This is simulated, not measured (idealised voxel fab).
process module | voxel transistor to metal
cross-section cut | 185 nm wide | cells 5 nm
A cross-section is a grid of square cells, given in bands from the top down. A band is one or more rows of cells.
Each band's line starts with the height of the band's top and of its bottom, in nm. Then come its materials from left to right, each with its width in nm. One material with "throughout" fills the band from edge to edge. "air" is empty space.
Height 0 is the level under which the wafer as received is all one material. The lowest band goes on downwards, as in "0 down".
A width such as "30 to 40" changes by the same amount from each row of cells to the next, from the band's top row to its bottom row.
"no change" after a step means that no cell of the cross-section changed.
closed voids: empty space of 8 cells or more with no open way to the top, each as width x height at its distance from the left edge, in nm
after a step's settings: what the simulator itself notes on the step
overlay nm, on a step with a mask: how far to the right of its planned place the mask lay; to the left if negative
plan
1 op RECEIVE | material Si
2 op OXIDIZE | depth nm 5
3 op CONFORMAL_DEP | material SiN | thk nm 15
4 op MASKED_ETCH | tone cover | mask id ACTIVE | width nm 110 | etch materials SiN | depth nm 15 | overlay nm 0
5 op MASKED_ETCH | tone cover | mask id ACTIVE | width nm 110 | etch materials SiO2 | depth nm 5 | overlay nm 0
6 op MASKED_ETCH | tone cover | mask id ACTIVE | width nm 110 | etch materials Si | depth nm 30 | overlay nm 0
7 op FILL_DEP | material SiO2 | thk nm 10
8 op CMP | height nm 15
9 op SELECTIVE_ETCH | etch materials SiO2 | depth nm 5
10 op STRIP | etch materials SiN
11 op SELECTIVE_ETCH | etch materials SiO2 | depth nm 5
12 op OXIDIZE | depth nm 5
13 op DIRECTIONAL_DEP | material polySi | thk nm 20
14 op DIRECTIONAL_DEP | material SiCN | thk nm 15
15 op MASKED_ETCH | tone cover | mask id GATE | width nm 20 | etch materials SiCN | depth nm 25 | overlay nm 0
16 op MASKED_ETCH | tone cover | mask id GATE | width nm 20 | etch materials polySi | depth nm 30 | overlay nm 0
17 op CONFORMAL_DEP | material SiN | thk nm 10
18 op DIRECTIONAL_ETCH | etch materials SiN | depth nm 10
19 op DIRECTIONAL_ETCH | etch materials SiO2 | depth nm 5
20 op DIRECTIONAL_ETCH | etch materials Si | depth nm 5
21 op EPI | material nSi | thk nm 5
22 op FILL_DEP | material SiO2 | thk nm 5
23 op CMP | height nm 30
24 op DIRECTIONAL_DEP | material SiO2 | thk nm 15
25 op DIRECTIONAL_DEP | material aC | thk nm 10
26 op PATTERN | tone open | mask id CONTACT | material resist | width nm 20 | pitch nm 80 | thk nm 30 | overlay nm 0
27 op DIRECTIONAL_ETCH | etch materials aC | depth nm 10
28 op STRIP | etch materials resist
29 op DIRECTIONAL_ETCH | etch materials SiO2 | depth nm 55
30 op STRIP | etch materials aC
31 op CONFORMAL_DEP | material TiN | thk nm 5
32 op FILL_DEP | material Ru | thk nm 10
33 op CMP | height nm 45
34 op CONFORMAL_DEP | material SiN | thk nm 5
35 op DIRECTIONAL_DEP | material SiO2 | thk nm 15
36 op MASKED_ETCH | tone open | mask id METAL_1 | width nm 20 | pitch nm 80 | etch materials SiO2 | depth nm 15 | overlay nm 0
37 op MASKED_ETCH | tone open | mask id METAL_1 | width nm 20 | pitch nm 80 | etch materials SiN | depth nm 5 | overlay nm 0
38 op CONFORMAL_DEP | material TiN | thk nm 5
39 op FILL_DEP | material Cu | thk nm 5
40 op CMP | height nm 65
41 op EPI | material Ru | thk nm 5
42 op FILL_DEP | material SiCN | thk nm 5
43 op DIRECTIONAL_DEP | material lowk | thk nm 30
44 op MASKED_ETCH | tone open | mask id METAL_2 | width nm 20 | pitch nm 80 | etch materials lowk | depth nm 15 | overlay nm 0
45 op PATTERN | tone open | mask id METAL_2_HOLES | material resist | width nm 15 | pitch nm 80 | thk nm 15 | overlay nm 0
46 op DIRECTIONAL_ETCH | etch materials lowk | depth nm 15
47 op DIRECTIONAL_ETCH | etch materials SiCN | depth nm 5
48 op STRIP | etch materials resist
49 op CONFORMAL_DEP | material TiN | thk nm 5
50 op FILL_DEP | material Cu | thk nm 10
51 op CMP | height nm 105
52 op CONFORMAL_DEP | material SiCN | thk nm 5
first wafer, as planned
as received, after step 1
  0 down: Si throughout
  closed voids: none
after step 2
  0 to -5: SiO2 throughout
  below -5: unchanged
after step 3
  15 to 0: SiN throughout
  below 0: unchanged
after step 4
  15 to 0: air 35 | SiN 110 | air 40
  below 0: unchanged
after step 5
  15 to 0: air 35 | SiN 110 | air 40
  0 to -5: air 35 | SiO2 110 | air 40
  below -5: unchanged
after step 6
  15 to 0: air 35 | SiN 110 | air 40
  0 to -5: air 35 | SiO2 110 | air 40
  -5 to -35: air 35 | Si 110 | air 40
  below -35: unchanged
after step 7
  25 to 15: SiO2 throughout
  15 to 0: SiO2 35 | SiN 110 | SiO2 40
  0 to -5: SiO2 throughout
  -5 to -35: SiO2 35 | Si 110 | SiO2 40
  below -35: unchanged
after step 8
  15 to 0: SiO2 35 | SiN 110 | SiO2 40
  below 0: unchanged
after step 9
  15 to 10: air 35 | SiN 110 | air 40
  below 10: unchanged
after step 10
  10 to 0: SiO2 35 | air 110 | SiO2 40
  below 0: unchanged
after step 11
  5 to -5: SiO2 30 | air 120 | SiO2 35
  below -5: unchanged
after step 12
  5 to -5: SiO2 30 | air 120 | SiO2 35
  -5 to -10: SiO2 throughout
  below -10: unchanged
after step 13
  25 to 15: polySi 30 | air 120 | polySi 35
  15 to 5: polySi throughout
  5 to -5: SiO2 30 | polySi 120 | SiO2 35
  below -5: unchanged
after step 14
  40 to 30: SiCN 30 | air 120 | SiCN 35
  30 to 25: SiCN throughout
  25 to 15: polySi 30 | SiCN 120 | polySi 35
  below 15: unchanged
after step 15
  30 to 25: air 80 | SiCN 20 | air 85
  25 to 15: polySi 30 | air 50 | SiCN 20 | air 50 | polySi 35
  below 15: unchanged
after step 16
  30 to 15: air 80 | SiCN 20 | air 85
  15 to 5: air 80 | polySi 20 | air 85
  5 to -5: SiO2 30 | air 50 | polySi 20 | air 50 | SiO2 35
  below -5: unchanged
after step 17
  40 to 30: air 70 | SiN 40 | air 75
  30 to 15: air 70 | SiN 10 | SiCN 20 | SiN 10 | air 75
  15 to 5: SiN 40 | air 30 | SiN 10 | polySi 20 | SiN 10 | air 30 | SiN 45
  5 to -5: SiO2 30 | SiN 50 | polySi 20 | SiN 50 | SiO2 35
  below -5: unchanged
after step 18
  30 to 15: air 70 | SiN 10 | SiCN 20 | SiN 10 | air 75
  15 to 5: air 70 | SiN 10 | polySi 20 | SiN 10 | air 75
  5 to -5: SiO2 30 | SiN 10 | air 30 | SiN 10 | polySi 20 | SiN 10 | air 30 | SiN 10 | SiO2 35
  below -5: unchanged
after step 19
  30 to 15: air 70 | SiN 10 | SiCN 20 | SiN 10 | air 75
  15 to 5: air 70 | SiN 10 | polySi 20 | SiN 10 | air 75
  5 to 0: air 30 | SiN 10 | air 30 | SiN 10 | polySi 20 | SiN 10 | air 30 | SiN 10 | air 35
  0 to -5: SiO2 30 | SiN 10 | air 30 | SiN 10 | polySi 20 | SiN 10 | air 30 | SiN 10 | SiO2 35
  -5 to -10: SiO2 40 | air 30 | SiO2 40 | air 30 | SiO2 45
  below -10: unchanged
after step 20
  30 to 15: air 70 | SiN 10 | SiCN 20 | SiN 10 | air 75
  15 to 5: air 70 | SiN 10 | polySi 20 | SiN 10 | air 75
  5 to 0: air 30 | SiN 10 | air 30 | SiN 10 | polySi 20 | SiN 10 | air 30 | SiN 10 | air 35
  0 to -5: SiO2 30 | SiN 10 | air 30 | SiN 10 | polySi 20 | SiN 10 | air 30 | SiN 10 | SiO2 35
  -5 to -10: SiO2 40 | air 30 | SiO2 40 | air 30 | SiO2 45
  -10 to -15: SiO2 35 | Si 5 | air 30 | Si 40 | air 30 | Si 5 | SiO2 40
  below -15: unchanged
after step 21
  30 to 15: air 70 | SiN 10 | SiCN 20 | SiN 10 | air 75
  15 to 5: air 70 | SiN 10 | polySi 20 | SiN 10 | air 75
  5 to 0: air 30 | SiN 10 | air 30 | SiN 10 | polySi 20 | SiN 10 | air 30 | SiN 10 | air 35
  0 to -5: SiO2 30 | SiN 10 | air 30 | SiN 10 | polySi 20 | SiN 10 | air 30 | SiN 10 | SiO2 35
  -5 to -10: SiO2 40 | nSi 5 | air 20 | nSi 5 | SiO2 40 | nSi 5 | air 20 | nSi 5 | SiO2 45
  -10 to -15: SiO2 35 | Si 5 | nSi 30 | Si 40 | nSi 30 | Si 5 | SiO2 40
  below -15: unchanged
after step 22
  35 to 30: SiO2 throughout
  30 to 15: SiO2 70 | SiN 10 | SiCN 20 | SiN 10 | SiO2 75
  15 to 5: SiO2 70 | SiN 10 | polySi 20 | SiN 10 | SiO2 75
  5 to -5: SiO2 30 | SiN 10 | SiO2 30 | SiN 10 | polySi 20 | SiN 10 | SiO2 30 | SiN 10 | SiO2 35
  -5 to -10: SiO2 40 | nSi 5 | SiO2 20 | nSi 5 | SiO2 40 | nSi 5 | SiO2 20 | nSi 5 | SiO2 45
  below -10: unchanged
after step 23
  30 to 15: SiO2 70 | SiN 10 | SiCN 20 | SiN 10 | SiO2 75
  below 15: unchanged
after step 24
  45 to 30: SiO2 throughout
  below 30: unchanged
after step 25
  55 to 45: aC throughout
  below 45: unchanged
after step 26
  85 to 55: resist 40 | air 20 | resist 60 | air 20 | resist 45
  below 55: unchanged
after step 27
  75 to 55: resist 40 | air 20 | resist 60 | air 20 | resist 45
  55 to 45: aC 40 | air 20 | aC 60 | air 20 | aC 45
  below 45: unchanged
after step 28
  55 to 45: aC 40 | air 20 | aC 60 | air 20 | aC 45
  below 45: unchanged
after step 29
  55 to 45: aC 40 | air 20 | aC 60 | air 20 | aC 45
  45 to 30: SiO2 40 | air 20 | SiO2 60 | air 20 | SiO2 45
  30 to 15: SiO2 40 | air 20 | SiO2 10 | SiN 10 | SiCN 20 | SiN 10 | SiO2 10 | air 20 | SiO2 45
  15 to 5: SiO2 40 | air 20 | SiO2 10 | SiN 10 | polySi 20 | SiN 10 | SiO2 10 | air 20 | SiO2 45
  5 to -5: SiO2 30 | SiN 10 | air 20 | SiO2 10 | SiN 10 | polySi 20 | SiN 10 | SiO2 10 | air 20 | SiN 10 | SiO2 35
  -5 to -10: SiO2 40 | nSi 5 | air 15 | SiO2 5 | nSi 5 | SiO2 40 | nSi 5 | SiO2 5 | air 15 | nSi 5 | SiO2 45
  below -10: unchanged
after step 30
  45 to 30: SiO2 40 | air 20 | SiO2 60 | air 20 | SiO2 45
  below 30: unchanged
after step 31
  50 to 45: TiN 45 | air 10 | TiN 70 | air 10 | TiN 50
  45 to 30: SiO2 40 | TiN 5 | air 10 | TiN 5 | SiO2 60 | TiN 5 | air 10 | TiN 5 | SiO2 45
  30 to 15: SiO2 40 | TiN 5 | air 10 | TiN 5 | SiO2 10 | SiN 10 | SiCN 20 | SiN 10 | SiO2 10 | TiN 5 | air 10 | TiN 5 | SiO2 45
  15 to 5: SiO2 40 | TiN 5 | air 10 | TiN 5 | SiO2 10 | SiN 10 | polySi 20 | SiN 10 | SiO2 10 | TiN 5 | air 10 | TiN 5 | SiO2 45
  5 to -5: SiO2 30 | SiN 10 | TiN 5 to 10 | air 10 to 5 | TiN 5 | SiO2 10 | SiN 10 | polySi 20 | SiN 10 | SiO2 10 | TiN 5 | air 10 to 5 | TiN 5 to 10 | SiN 10 | SiO2 35
  -5 to -10: SiO2 40 | nSi 5 | TiN 15 | SiO2 5 | nSi 5 | SiO2 40 | nSi 5 | SiO2 5 | TiN 15 | nSi 5 | SiO2 45
  below -10: unchanged
after step 32
  60 to 50: Ru throughout
  50 to 45: TiN 45 | Ru 10 | TiN 70 | Ru 10 | TiN 50
  45 to 30: SiO2 40 | TiN 5 | Ru 10 | TiN 5 | SiO2 60 | TiN 5 | Ru 10 | TiN 5 | SiO2 45
  30 to 15: SiO2 40 | TiN 5 | Ru 10 | TiN 5 | SiO2 10 | SiN 10 | SiCN 20 | SiN 10 | SiO2 10 | TiN 5 | Ru 10 | TiN 5 | SiO2 45
  15 to 5: SiO2 40 | TiN 5 | Ru 10 | TiN 5 | SiO2 10 | SiN 10 | polySi 20 | SiN 10 | SiO2 10 | TiN 5 | Ru 10 | TiN 5 | SiO2 45
  5 to -5: SiO2 30 | SiN 10 | TiN 5 to 10 | Ru 10 to 5 | TiN 5 | SiO2 10 | SiN 10 | polySi 20 | SiN 10 | SiO2 10 | TiN 5 | Ru 10 to 5 | TiN 5 to 10 | SiN 10 | SiO2 35
  below -5: unchanged
after step 33
  45 to 30: SiO2 40 | TiN 5 | Ru 10 | TiN 5 | SiO2 60 | TiN 5 | Ru 10 | TiN 5 | SiO2 45
  below 30: unchanged
after step 34
  50 to 45: SiN throughout
  below 45: unchanged
after step 35
  65 to 50: SiO2 throughout
  below 50: unchanged
after step 36
  65 to 50: SiO2 40 | air 20 | SiO2 60 | air 20 | SiO2 45
  below 50: unchanged
after step 37
  65 to 50: SiO2 40 | air 20 | SiO2 60 | air 20 | SiO2 45
  50 to 45: SiN 40 | air 20 | SiN 60 | air 20 | SiN 45
  below 45: unchanged
after step 38
  70 to 65: TiN 45 | air 10 | TiN 70 | air 10 | TiN 50
  65 to 50: SiO2 40 | TiN 5 | air 10 | TiN 5 | SiO2 60 | TiN 5 | air 10 | TiN 5 | SiO2 45
  50 to 45: SiN 40 | TiN 20 | SiN 60 | TiN 20 | SiN 45
  below 45: unchanged
after step 39
  75 to 70: Cu throughout
  70 to 65: TiN 45 | Cu 10 | TiN 70 | Cu 10 | TiN 50
  65 to 50: SiO2 40 | TiN 5 | Cu 10 | TiN 5 | SiO2 60 | TiN 5 | Cu 10 | TiN 5 | SiO2 45
  below 50: unchanged
after step 40
  65 to 50: SiO2 40 | TiN 5 | Cu 10 | TiN 5 | SiO2 60 | TiN 5 | Cu 10 | TiN 5 | SiO2 45
  below 50: unchanged
after step 41
  70 to 65: air 35 | Ru 30 | air 50 | Ru 30 | air 40
  below 65: unchanged
after step 42
  75 to 70: SiCN throughout
  70 to 65: SiCN 35 | Ru 30 | SiCN 50 | Ru 30 | SiCN 40
  below 65: unchanged
after step 43
  105 to 75: lowk throughout
  below 75: unchanged
after step 44
  105 to 90: lowk 40 | air 20 | lowk 60 | air 20 | lowk 45
  below 90: unchanged
after step 45
  120 to 105: resist 40 | air 15 | resist 65 | air 15 | resist 50
  105 to 90: lowk 40 | air 15 | resist 5 | lowk 60 | air 15 | resist 5 | lowk 45
  below 90: unchanged
after step 46
  120 to 105: resist 40 | air 15 | resist 65 | air 15 | resist 50
  105 to 90: lowk 40 | air 15 | resist 5 | lowk 60 | air 15 | resist 5 | lowk 45
  90 to 75: lowk 40 | air 15 | lowk 65 | air 15 | lowk 50
  below 75: unchanged
after step 47
  120 to 105: resist 40 | air 15 | resist 65 | air 15 | resist 50
  105 to 90: lowk 40 | air 15 | resist 5 | lowk 60 | air 15 | resist 5 | lowk 45
  90 to 75: lowk 40 | air 15 | lowk 65 | air 15 | lowk 50
  75 to 70: SiCN 40 | air 15 | SiCN 65 | air 15 | SiCN 50
  below 70: unchanged
after step 48
  105 to 90: lowk 40 | air 20 | lowk 60 | air 20 | lowk 45
  below 90: unchanged
after step 49
  110 to 105: TiN 45 | air 10 | TiN 70 | air 10 | TiN 50
  105 to 95: lowk 40 | TiN 5 | air 10 | TiN 5 | lowk 60 | TiN 5 | air 10 | TiN 5 | lowk 45
  95 to 90: lowk 40 | TiN 5 | air 5 | TiN 10 | lowk 60 | TiN 5 | air 5 | TiN 10 | lowk 45
  90 to 75: lowk 40 | TiN 5 | air 5 | TiN 5 | lowk 65 | TiN 5 | air 5 | TiN 5 | lowk 50
  75 to 70: SiCN 40 | TiN 15 | SiCN 65 | TiN 15 | SiCN 50
  below 70: unchanged
after step 50
  120 to 110: Cu throughout
  110 to 105: TiN 45 | Cu 10 | TiN 70 | Cu 10 | TiN 50
  105 to 95: lowk 40 | TiN 5 | Cu 10 | TiN 5 | lowk 60 | TiN 5 | Cu 10 | TiN 5 | lowk 45
  95 to 90: lowk 40 | TiN 5 | Cu 5 | TiN 10 | lowk 60 | TiN 5 | Cu 5 | TiN 10 | lowk 45
  90 to 75: lowk 40 | TiN 5 | Cu 5 | TiN 5 | lowk 65 | TiN 5 | Cu 5 | TiN 5 | lowk 50
  below 75: unchanged
after step 51
  105 to 95: lowk 40 | TiN 5 | Cu 10 | TiN 5 | lowk 60 | TiN 5 | Cu 10 | TiN 5 | lowk 45
  below 95: unchanged
after step 52
  110 to 105: SiCN throughout
  below 105: unchanged
second wafer: like start, like plan, one mistake. Through step 44 it matches the first wafer
when step 45 should have ended
  90 to 75: lowk 40 | air 20 | lowk 60 | air 20 | lowk 45
  below 75: unchanged
when step 46 should have ended
  105 to 90: resist 40 | air 15 | resist 65 | air 15 | resist 50
  90 to 75: lowk 40 | air 15 | resist 5 | lowk 60 | air 15 | resist 5 | lowk 45
  below 75: unchanged
when step 47 should have ended
  105 to 90: resist 40 | air 15 | resist 65 | air 15 | resist 50
  90 to 75: lowk 40 | air 15 | resist 5 | lowk 60 | air 15 | resist 5 | lowk 45
  75 to 70: SiCN 40 | air 15 | SiCN 65 | air 15 | SiCN 50
  below 70: unchanged
when step 48 should have ended
  90 to 75: lowk 40 | air 20 | lowk 60 | air 20 | lowk 45
  below 75: unchanged
when step 49 should have ended
  95 to 90: TiN 45 | air 10 | TiN 70 | air 10 | TiN 50
  90 to 80: lowk 40 | TiN 5 | air 10 | TiN 5 | lowk 60 | TiN 5 | air 10 | TiN 5 | lowk 45
  80 to 75: lowk 40 | TiN 5 | air 5 | TiN 10 | lowk 60 | TiN 5 | air 5 | TiN 10 | lowk 45
  75 to 70: SiCN 40 | TiN 15 | SiCN 65 | TiN 15 | SiCN 50
  below 70: unchanged
when step 50 should have ended
  105 to 95: Cu throughout
  95 to 90: TiN 45 | Cu 10 | TiN 70 | Cu 10 | TiN 50
  90 to 80: lowk 40 | TiN 5 | Cu 10 | TiN 5 | lowk 60 | TiN 5 | Cu 10 | TiN 5 | lowk 45
  80 to 75: lowk 40 | TiN 5 | Cu 5 | TiN 10 | lowk 60 | TiN 5 | Cu 5 | TiN 10 | lowk 45
  below 75: unchanged
when step 51 should have ended: no change
when step 52 should have ended
  110 to 105: SiCN throughout
  below 105: unchanged
what went wrong: steps 45 and 46 were swapped
at the end the second wafer has, in cells: 72 more of Cu | 21 more of TiN | 93 fewer of lowk
